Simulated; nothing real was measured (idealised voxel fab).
You're looking at the process module voxel self aligned vias.
Cross-sectional view cut (width: 265 nm; square cell size: 5 nm).
Bands, listed from the top down, are how a cross-section gets written in this document; the cross-section itself is a grid of square cells, and a band is one or more rows of them.
Band entry format. Leading values: height of top, height of bottom, nm. Remainder: materials in left-to-right order, each with its width in nm. Special words: "throughout" on a single material, which then fills the band edge to edge; "air", empty space.
Note: height 0 marks the level under which the wafer is uniformly one material as received. Lowest band unbounded below, written "0..down".
The expression "30->40" gives the width at the extremes of the band, the first number at its top row of cells and the second at its bottom row, with the width changing by equal amounts from each row to the next in between.
"nothing altered" after a step means that no cell of the cross-section changed.
Voids not open to the top, 8 cells minimum: see "Enclosed internal cavities". Written width x height at distance; distance is from the left edge; nm.
Heads up: the bit after the settings on a step's line is the simulator's remark on that step.
A step's line can hold "overlay nm"; with a mask on that step, the setting says how far right of the planned place the mask lay, while a negative setting says it lay to the left.

**List of planned process steps**
1,RECEIVE, material Si
2,CONFORMAL_DEP, material SiO2, thk nm 15
3,CONFORMAL_DEP, material SiCN, thk nm 5
4,DIRECTIONAL_DEP, material lowk, thk nm 25
5,DIRECTIONAL_DEP, material aC, thk nm 15
6,PATTERN, tone open, mask id LINES, material resist, width nm 20, pitch nm 60, thk nm 35, overlay nm 0
7,DIRECTIONAL_ETCH, etch materials aC, depth nm 15
8,STRIP, etch materials resist
9,DIRECTIONAL_ETCH, etch materials lowk, depth nm 25
10,STRIP, etch materials aC
11,CONFORMAL_DEP, material TiN, thk nm 5
12,FILL_DEP, material W, thk nm 5
13,CMP, height nm 45
14,SELECTIVE_ETCH, etch materials W Ru TiN, depth nm 10
15,FILL_DEP, material SiN, thk nm 10
16,CMP, height nm 45
17,DIRECTIONAL_DEP, material lowk, thk nm 15
18,DIRECTIONAL_DEP, material aC, thk nm 15
19,PATTERN, tone open, mask id VIAS, material resist, width nm 30, pitch nm 60, thk nm 35, overlay nm 0
20,DIRECTIONAL_ETCH, etch materials aC, depth nm 15
21,STRIP, etch materials resist
22,DIRECTIONAL_ETCH, etch materials lowk, depth nm 15
23,DIRECTIONAL_ETCH, etch materials SiN, depth nm 10
24,STRIP, etch materials aC
25,CONFORMAL_DEP, material TiN, thk nm 5
26,FILL_DEP, material W, thk nm 10
27,CMP, height nm 60
28,CONFORMAL_DEP, material SiN, thk nm 5

**This is the cross-section of the wafer as we received it, i.e. after step 1**
> 0..down: Si throughout
> Enclosed internal cavities: none

**Cross-sectional image of the first of two wafers at the end of the module, the run having proceeded as planned**
> 65..60: SiN throughout
> 60..50: 55 nm lowk, then 5 nm TiN, then 20 nm W, then 5 nm TiN, then 30 nm lowk, then 5 nm TiN, then 20 nm W, then 5 nm TiN, then 30 nm lowk, then 5 nm TiN, then 20 nm W, then 5 nm TiN, then 60 nm lowk
> 50..40: 55->60 nm lowk, then 10->5 nm TiN, then 10 nm W, then 10->5 nm TiN, then 30->40 nm lowk, then 10->5 nm TiN, then 10 nm W, then 10->5 nm TiN, then 30->40 nm lowk, then 10->5 nm TiN, then 10 nm W, then 10->5 nm TiN, then 60->65 nm lowk
> 40..35: 60 nm lowk, then 20 nm TiN, then 40 nm lowk, then 20 nm TiN, then 40 nm lowk, then 20 nm TiN, then 65 nm lowk
> 35..25: 60 nm lowk, then 5 nm TiN, then 10 nm W, then 5 nm TiN, then 40 nm lowk, then 5 nm TiN, then 10 nm W, then 5 nm TiN, then 40 nm lowk, then 5 nm TiN, then 10 nm W, then 5 nm TiN, then 65 nm lowk
> 25..20: 60 nm lowk, then 20 nm TiN, then 40 nm lowk, then 20 nm TiN, then 40 nm lowk, then 20 nm TiN, then 65 nm lowk
> 20..15: SiCN throughout
> 15..0: SiO2 throughout
> 0..down: Si throughout
> Enclosed internal cavities: none

**Cross-section at end of module for the second wafer of two, which matched the first in starting point and plan and differed by one mistake in its processing**
> 70..65: SiN throughout
> 65..60: 60 nm TiN, then 20 nm W, then 40 nm TiN, then 20 nm W, then 40 nm TiN, then 20 nm W, then 65 nm TiN
> 60..50: 55 nm lowk, then 5 nm TiN, then 20 nm W, then 5 nm TiN, then 30 nm lowk, then 5 nm TiN, then 20 nm W, then 5 nm TiN, then 30 nm lowk, then 5 nm TiN, then 20 nm W, then 5 nm TiN, then 60 nm lowk
> 50..40: 55->60 nm lowk, then 10->5 nm TiN, then 10 nm W, then 10->5 nm TiN, then 30->40 nm lowk, then 10->5 nm TiN, then 10 nm W, then 10->5 nm TiN, then 30->40 nm lowk, then 10->5 nm TiN, then 10 nm W, then 10->5 nm TiN, then 60->65 nm lowk
> 40..35: 60 nm lowk, then 20 nm TiN, then 40 nm lowk, then 20 nm TiN, then 40 nm lowk, then 20 nm TiN, then 65 nm lowk
> 35..25: 60 nm lowk, then 5 nm TiN, then 10 nm W, then 5 nm TiN, then 40 nm lowk, then 5 nm TiN, then 10 nm W, then 5 nm TiN, then 40 nm lowk, then 5 nm TiN, then 10 nm W, then 5 nm TiN, then 65 nm lowk
> 25..20: 60 nm lowk, then 20 nm TiN, then 40 nm lowk, then 20 nm TiN, then 40 nm lowk, then 20 nm TiN, then 65 nm lowk
> 20..15: SiCN throughout
> 15..0: SiO2 throughout
> 0..down: Si throughout
> Enclosed internal cavities: none
Plan not followed: step 27 ran with different settings than intended, the actual operation and settings being CMP, height nm 65
End of process, cell counts, second wafer against first, materials with more or fewer: +41 TiN; +12 W
